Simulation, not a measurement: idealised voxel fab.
process module | voxel fin reveal
cross-section cut | 270 nm wide | cells 5 nm
A cross-section is a grid of square cells, given in bands from the top down. A band is one or more rows of cells.
Each band's line starts with the height of the band's top and of its bottom, in nm. Then come its materials from left to right, each with its width in nm. One material with "throughout" fills the band from edge to edge. "air" is empty space.
Height 0 is the level under which the wafer as received is all one material. The lowest band goes on downwards, as in "0 down".
A width such as "30 to 40" changes by the same amount from each row of cells to the next, from the band's top row to its bottom row.
"no change" after a step means that no cell of the cross-section changed.
closed voids: empty space of 8 cells or more with no open way to the top, each as width x height at its distance from the left edge, in nm
after a step's settings: what the simulator itself notes on the step
overlay nm, on a step with a mask: how far to the right of its planned place the mask lay; to the left if negative
plan
1 op RECEIVE | material Si
2 op CONFORMAL_DEP | material SiN | thk nm 5
3 op PATTERN | tone cover | mask id FINS | material resist | width nm 15 | pitch nm 40 | thk nm 15 | overlay nm 0
4 op DIRECTIONAL_ETCH | etch materials SiN | depth nm 5
5 op DIRECTIONAL_ETCH | etch materials Si | depth nm 40
6 op STRIP | etch materials resist
7 op OXIDIZE | depth nm 5
8 op FILL_DEP | material SiO2 | thk nm 10
9 op CMP | height nm 5
10 op SELECTIVE_ETCH | etch materials SiO2 | depth nm 30
11 op STRIP | etch materials SiN
as received, after step 1
  0 down: Si throughout
  closed voids: none
first wafer at the end, as planned
  0 to -25: air 70 | Si 5 | air 35 | Si 5 | air 35 | Si 5 | air 35 | Si 5 | air 75
  -25 to -45: SiO2 70 | Si 5 | SiO2 35 | Si 5 | SiO2 35 | Si 5 | SiO2 35 | Si 5 | SiO2 75
  -45 down: Si throughout
  closed voids: none
second wafer at the end: like start, like plan, one mistake
  0 to -25: air 65 | Si 5 | air 35 | Si 5 | air 35 | Si 5 | air 35 | Si 5 | air 80
  -25 to -45: SiO2 65 | Si 5 | SiO2 35 | Si 5 | SiO2 35 | Si 5 | SiO2 35 | Si 5 | SiO2 80
  -45 down: Si throughout
  closed voids: none
what went wrong: step 3 ran as: op PATTERN | tone cover | mask id FINS | material resist | width nm 15 | pitch nm 40 | thk nm 15 | overlay nm -5
at the end the second wafer has, in cells: as many of each material as the first, in other places
